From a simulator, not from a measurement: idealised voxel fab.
process module | voxel self aligned contacts
cross-section cut | 140 nm wide | cells 5 nm
A cross-section is a grid of square cells, given in bands from the top down. A band is one or more rows of cells.
Each band's line starts with the height of the band's top and of its bottom, in nm. Then come its materials from left to right, each with its width in nm. One material with "throughout" fills the band from edge to edge. "air" is empty space.
Height 0 is the level under which the wafer as received is all one material. The lowest band goes on downwards, as in "0 down".
A width such as "30 to 40" changes by the same amount from each row of cells to the next, from the band's top row to its bottom row.
"no change" after a step means that no cell of the cross-section changed.
closed voids: empty space of 8 cells or more with no open way to the top, each as width x height at its distance from the left edge, in nm
after a step's settings: what the simulator itself notes on the step
overlay nm, on a step with a mask: how far to the right of its planned place the mask lay; to the left if negative
plan
1 op RECEIVE | material Si
2 op OXIDIZE | depth nm 5
3 op DIRECTIONAL_DEP | material polySi | thk nm 25
4 op DIRECTIONAL_DEP | material SiN | thk nm 25
5 op PATTERN | tone cover | mask id GATE | material resist | width nm 35 | pitch nm 75 | thk nm 20 | overlay nm 0
6 op DIRECTIONAL_ETCH | etch materials SiN | depth nm 25
7 op DIRECTIONAL_ETCH | etch materials polySi | depth nm 25
8 op STRIP | etch materials resist
9 op CONFORMAL_DEP | material SiN | thk nm 10
10 op DIRECTIONAL_ETCH | etch materials SiN | depth nm 10
11 op FILL_DEP | material SiO2 | thk nm 10
12 op CMP | height nm 55
13 op PATTERN | tone open | mask id CONTACT | material resist | width nm 50 | thk nm 20 | overlay nm 0
14 op DIRECTIONAL_ETCH | etch materials SiO2 | depth nm 60
15 op STRIP | etch materials resist
16 op CONFORMAL_DEP | material TiN | thk nm 5
17 op FILL_DEP | material W | thk nm 10
18 op CMP | height nm 55
19 op CONFORMAL_DEP | material SiCN | thk nm 5
as received, after step 1
  0 down: Si throughout
  closed voids: none
a wafer at the end: this start, this plan, one mistake
  60 to 55: SiCN throughout
  55 to 50: SiO2 45 | TiN 20 | W 10 | TiN 20 | SiO2 45
  50 to 25: SiO2 5 | SiN 55 | TiN 5 | W 10 | TiN 5 | SiN 55 | SiO2 5
  25 to 15: SiO2 5 | SiN 10 | polySi 35 | SiN 10 | TiN 5 | W 10 | TiN 5 | SiN 10 | polySi 35 | SiN 10 | SiO2 5
  15 to 10: SiO2 5 | SiN 10 | polySi 35 | SiN 10 | TiN 20 | SiN 10 | polySi 35 | SiN 10 | SiO2 5
  10 to 0: SiN 15 | polySi 35 | SiN 40 | polySi 35 | SiN 15
  0 to -5: SiO2 throughout
  -5 down: Si throughout
  closed voids: none
what went wrong: steps 9 and 10 were swapped
